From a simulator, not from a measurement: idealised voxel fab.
process module | voxel self aligned vias
cross-section cut | 145 nm wide | cells 5 nm
A cross-section is a grid of square cells, given in bands from the top down. A band is one or more rows of cells.
Each band's line starts with the height of the band's top and of its bottom, in nm. Then come its materials from left to right, each with its width in nm. One material with "throughout" fills the band from edge to edge. "air" is empty space.
Height 0 is the level under which the wafer as received is all one material. The lowest band goes on downwards, as in "0 down".
A width such as "30 to 40" changes by the same amount from each row of cells to the next, from the band's top row to its bottom row.
"no change" after a step means that no cell of the cross-section changed.
closed voids: empty space of 8 cells or more with no open way to the top, each as width x height at its distance from the left edge, in nm
after a step's settings: what the simulator itself notes on the step
overlay nm, on a step with a mask: how far to the right of its planned place the mask lay; to the left if negative
plan
1 op RECEIVE | material Si
2 op CONFORMAL_DEP | material SiO2 | thk nm 10
3 op CONFORMAL_DEP | material SiCN | thk nm 5
4 op DIRECTIONAL_DEP | material SiO2 | thk nm 20
5 op MASKED_ETCH | tone open | mask id LINES | width nm 20 | pitch nm 45 | etch materials SiO2 | depth nm 20 | overlay nm 0
6 op CONFORMAL_DEP | material TiN | thk nm 5
7 op FILL_DEP | material W | thk nm 5
8 op CMP | height nm 35
9 op SELECTIVE_ETCH | etch materials W Ru TiN | depth nm 10
10 op FILL_DEP | material SiN | thk nm 10
11 op CMP | height nm 35
12 op DIRECTIONAL_DEP | material SiO2 | thk nm 15
13 op PATTERN | tone open | mask id VIAS | material resist | width nm 30 | thk nm 20 | overlay nm 0
14 op DIRECTIONAL_ETCH | etch materials SiO2 | depth nm 15
15 op DIRECTIONAL_ETCH | etch materials SiN | depth nm 10
16 op STRIP | etch materials resist
17 op CONFORMAL_DEP | material TiN | thk nm 5
18 op FILL_DEP | material W | thk nm 5
19 op CMP | height nm 50
20 op CONFORMAL_DEP | material SiCN | thk nm 5
varied across the wafers: thk nm of step 3. The plan shows the first wafer's value. All wafers start alike
first wafer as received, after step 1
  0 down: Si throughout
  closed voids: none
each wafer at the end: cells of each material gained (+) or lost (-) since it was received, then its closed voids
thk nm 5 | +58 SiCN | +8 SiN | +211 SiO2 | +26 TiN | +16 W | closed voids: none
thk nm 10 | +87 SiCN | +8 SiN | +190 SiO2 | +22 TiN | +12 W | closed voids: none
thk nm 15 | +116 SiCN | +8 SiN | +169 SiO2 | +14 TiN | +12 W | closed voids: none
thk nm 20 | +145 SiCN | +4 SiN | +148 SiO2 | +12 TiN | +10 W | closed voids: none
